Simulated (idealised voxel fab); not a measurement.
Documented hereafter: the process module known as voxel quadruple lines.
Displayed cross-section: cut, width of 260 nm, square cells sized 5 nm.
Cross-section, as written here: a square-cell grid given band by band from the top down, where a band holds one or more rows of cells. Heights first: top, then bottom, in nm. Then materials, left to right, each with a width in nm. "full width" on a single material: fills the band edge to edge. "blank": empty space. Basically, 0 is our baseline, since under it the wafer straight out of the box is all one material. The bottom band has no lower end and keeps on going down, so it looks like "0 down". Think of "30 to 40" as a width that walks from the first number to the second as you go down the band, top row to bottom row, taking equal-sized steps from row to row. What does "no change occurred" mean for a step? It means no cell of the cross-section changed in that step. The entry "Closed empty spaces" lists the empty spaces that cover at least 8 cells and have no open path to the top. Each is written as width x height at distance, where the distance is measured from the left edge and all three values are in nm. Note: text after step settings on the step line = simulator remark on that step. The optional step-line setting "overlay nm" applies to steps with a mask and quantifies how far to the right of its planned location the mask lay, a negative value indicating leftward placement.
[Planned step list for the process]
| 1 | RECEIVE (material Si) |
| 2 | CONFORMAL_DEP (material Al2O3; thk nm 5) |
| 3 | DIRECTIONAL_DEP (material W; thk nm 15) |
| 4 | DIRECTIONAL_DEP (material polySi; thk nm 20) |
| 5 | DIRECTIONAL_DEP (material aC; thk nm 20) |
| 6 | PATTERN (tone cover; mask id MANDREL; material resist; width nm 20; thk nm 30; overlay nm 0) |
| 7 | DIRECTIONAL_ETCH (etch materials aC; depth nm 20) |
| 8 | STRIP (etch materials resist) |
| 9 | CONFORMAL_DEP (material SiO2; thk nm 10) |
| 10 | DIRECTIONAL_ETCH (etch materials SiO2; depth nm 10) |
| 11 | STRIP (etch materials aC) |
| 12 | DIRECTIONAL_ETCH (etch materials polySi; depth nm 20) |
| 13 | STRIP (etch materials SiO2) |
| 14 | CONFORMAL_DEP (material SiCN; thk nm 5) |
| 15 | DIRECTIONAL_ETCH (etch materials SiCN; depth nm 5) |
| 16 | STRIP (etch materials polySi) |
| 17 | DIRECTIONAL_ETCH (etch materials W; depth nm 15) |
| 18 | STRIP (etch materials SiCN) |
[So this is the incoming wafer in cross-section - it's already been through step 1]
* 0 down = Si full width
* Closed empty spaces: none
[Result of the module, cross-sectioned: start per above, plan per above, one error in how it was run]
* 20 to 5 = 115 blank  5 W  20 blank  5 W  115 blank
* 5 to 0 = Al2O3 full width
* 0 down = Si full width
* Closed empty spaces: none
Processing error: step 6 deviated from plan and actually ran as PATTERN (tone open; mask id MANDREL; material resist; width nm 20; thk nm 30; overlay nm 0)
